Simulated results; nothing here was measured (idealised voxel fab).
process module | voxel wiring stack
cross-section cut | 245 nm wide | cells 5 nm
A cross-section is a grid of square cells, given in bands from the top down. A band is one or more rows of cells.
Each band's line starts with the height of the band's top and of its bottom, in nm. Then come its materials from left to right, each with its width in nm. One material with "throughout" fills the band from edge to edge. "air" is empty space.
Height 0 is the level under which the wafer as received is all one material. The lowest band goes on downwards, as in "0 down".
A width such as "30 to 40" changes by the same amount from each row of cells to the next, from the band's top row to its bottom row.
"no change" after a step means that no cell of the cross-section changed.
closed voids: empty space of 8 cells or more with no open way to the top, each as width x height at its distance from the left edge, in nm
after a step's settings: what the simulator itself notes on the step
overlay nm, on a step with a mask: how far to the right of its planned place the mask lay; to the left if negative
plan
1 op RECEIVE | material Si
2 op CONFORMAL_DEP | material SiO2 | thk nm 15
3 op DIRECTIONAL_DEP | material TiN | thk nm 5
4 op DIRECTIONAL_DEP | material W | thk nm 20
5 op DIRECTIONAL_DEP | material aC | thk nm 15
6 op PATTERN | tone cover | mask id METAL_1 | material resist | width nm 20 | pitch nm 50 | thk nm 35 | overlay nm 0
7 op DIRECTIONAL_ETCH | etch materials aC | depth nm 15
8 op STRIP | etch materials resist
9 op DIRECTIONAL_ETCH | etch materials W | depth nm 20
10 op DIRECTIONAL_ETCH | etch materials TiN | depth nm 5
11 op STRIP | etch materials aC
12 op FILL_DEP | material lowk | thk nm 10
13 op CMP | height nm 40
14 op CONFORMAL_DEP | material SiCN | thk nm 5
15 op DIRECTIONAL_DEP | material SiO2 | thk nm 15
16 op MASKED_ETCH | tone open | mask id PLUG_1 | width nm 15 | etch materials SiO2 | depth nm 15 | overlay nm 0
17 op MASKED_ETCH | tone open | mask id PLUG_1 | width nm 15 | etch materials SiCN | depth nm 5 | overlay nm 0
18 op EPI | material Ru | thk nm 10
19 op EPI | material Ru | thk nm 10
20 op DIRECTIONAL_DEP | material TiN | thk nm 5
21 op DIRECTIONAL_DEP | material Ru | thk nm 20
22 op MASKED_ETCH | tone cover | mask id METAL_2 | width nm 20 | pitch nm 50 | etch materials Ru | depth nm 20 | overlay nm 0
23 op MASKED_ETCH | tone cover | mask id METAL_2 | width nm 20 | pitch nm 50 | etch materials TiN | depth nm 5 | overlay nm 0
24 op CONFORMAL_DEP | material SiN | thk nm 5
25 op FILL_DEP | material lowk | thk nm 10
26 op CMP | height nm 85
27 op CONFORMAL_DEP | material SiCN | thk nm 5
28 op DIRECTIONAL_DEP | material lowk | thk nm 10
29 op DIRECTIONAL_DEP | material aC | thk nm 10
30 op PATTERN | tone open | mask id PLUG_2 | material resist | width nm 15 | thk nm 25 | overlay nm 0
31 op DIRECTIONAL_ETCH | etch materials aC | depth nm 10
32 op STRIP | etch materials resist
33 op DIRECTIONAL_ETCH | etch materials lowk | depth nm 10
34 op DIRECTIONAL_ETCH | etch materials SiCN | depth nm 5
35 op STRIP | etch materials aC
36 op CONFORMAL_DEP | material TiN | thk nm 5
37 op FILL_DEP | material Cu | thk nm 5
38 op CMP | height nm 100
39 op CONFORMAL_DEP | material SiN | thk nm 5
40 op DIRECTIONAL_DEP | material SiO2 | thk nm 15
41 op PATTERN | tone open | mask id METAL_3 | material resist | width nm 20 | pitch nm 50 | thk nm 20 | overlay nm 0
42 op DIRECTIONAL_ETCH | etch materials SiO2 | depth nm 15
43 op DIRECTIONAL_ETCH | etch materials SiN | depth nm 5
44 op STRIP | etch materials resist
45 op CONFORMAL_DEP | material TiN | thk nm 5
46 op FILL_DEP | material W | thk nm 5
47 op CMP | height nm 120
48 op EPI | material Ru | thk nm 5
49 op FILL_DEP | material SiCN | thk nm 5
50 op DIRECTIONAL_DEP | material lowk | thk nm 30
51 op MASKED_ETCH | tone open | mask id METAL_4_HOLES | width nm 15 | pitch nm 50 | etch materials lowk | depth nm 30 | overlay nm 0
52 op PATTERN | tone open | mask id METAL_4 | material resist | width nm 20 | pitch nm 50 | thk nm 20 | overlay nm 0
53 op DIRECTIONAL_ETCH | etch materials lowk | depth nm 15
54 op DIRECTIONAL_ETCH | etch materials SiCN | depth nm 5
55 op STRIP | etch materials resist
56 op CONFORMAL_DEP | material TiN | thk nm 5
57 op FILL_DEP | material Cu | thk nm 5
58 op CMP | height nm 160
59 op CONFORMAL_DEP | material SiCN | thk nm 5
as received, after step 1
  0 down: Si throughout
  closed voids: none
a wafer at the end: this start, this plan, one mistake
  165 to 160: SiCN throughout
  160 to 150: lowk 85 | TiN 5 | Cu 10 | TiN 5 | lowk 30 | TiN 5 | Cu 10 | TiN 5 | lowk 90
  150 to 145: lowk 85 | TiN 5 | Cu 5 | TiN 10 | lowk 30 | TiN 5 | Cu 5 | TiN 10 | lowk 90
  145 to 130: lowk 85 | TiN 5 | Cu 5 | TiN 5 | lowk 35 | TiN 5 | Cu 5 | TiN 5 | lowk 95
  130 to 125: SiCN 85 | TiN 15 | SiCN 35 | TiN 15 | SiCN 95
  125 to 120: SiCN 90 | Ru 30 | SiCN 20 | Ru 30 | SiCN 75
  120 to 105: SiO2 95 | TiN 5 | W 10 | TiN 5 | SiO2 30 | TiN 5 | W 10 | TiN 5 | SiO2 80
  105 to 100: SiN 95 | TiN 20 | SiN 30 | TiN 20 | SiN 80
  100 to 90: lowk 85 | TiN 5 | Cu 5 | TiN 5 | lowk 145
  90 to 85: SiCN 85 | TiN 15 | SiCN 145
  85 to 65: lowk 80 | SiN 5 | Ru 20 | SiN 5 | lowk 20 | SiN 5 | Ru 20 | SiN 5 | lowk 85
  65 to 60: SiN 85 | TiN 20 | SiN 30 | TiN 20 | SiN 90
  60 to 45: SiO2 85 | Ru 15 | SiO2 145
  45 to 40: SiCN 85 | Ru 15 | SiCN 145
  40 to 20: lowk 85 | W 20 | lowk 30 | W 20 | lowk 90
  20 to 15: lowk 85 | TiN 20 | lowk 30 | TiN 20 | lowk 90
  15 to 0: SiO2 throughout
  0 down: Si throughout
  closed voids: none
what went wrong: step 41 ran as: op PATTERN | tone open | mask id METAL_3 | material resist | width nm 20 | pitch nm 50 | thk nm 20 | overlay nm 10
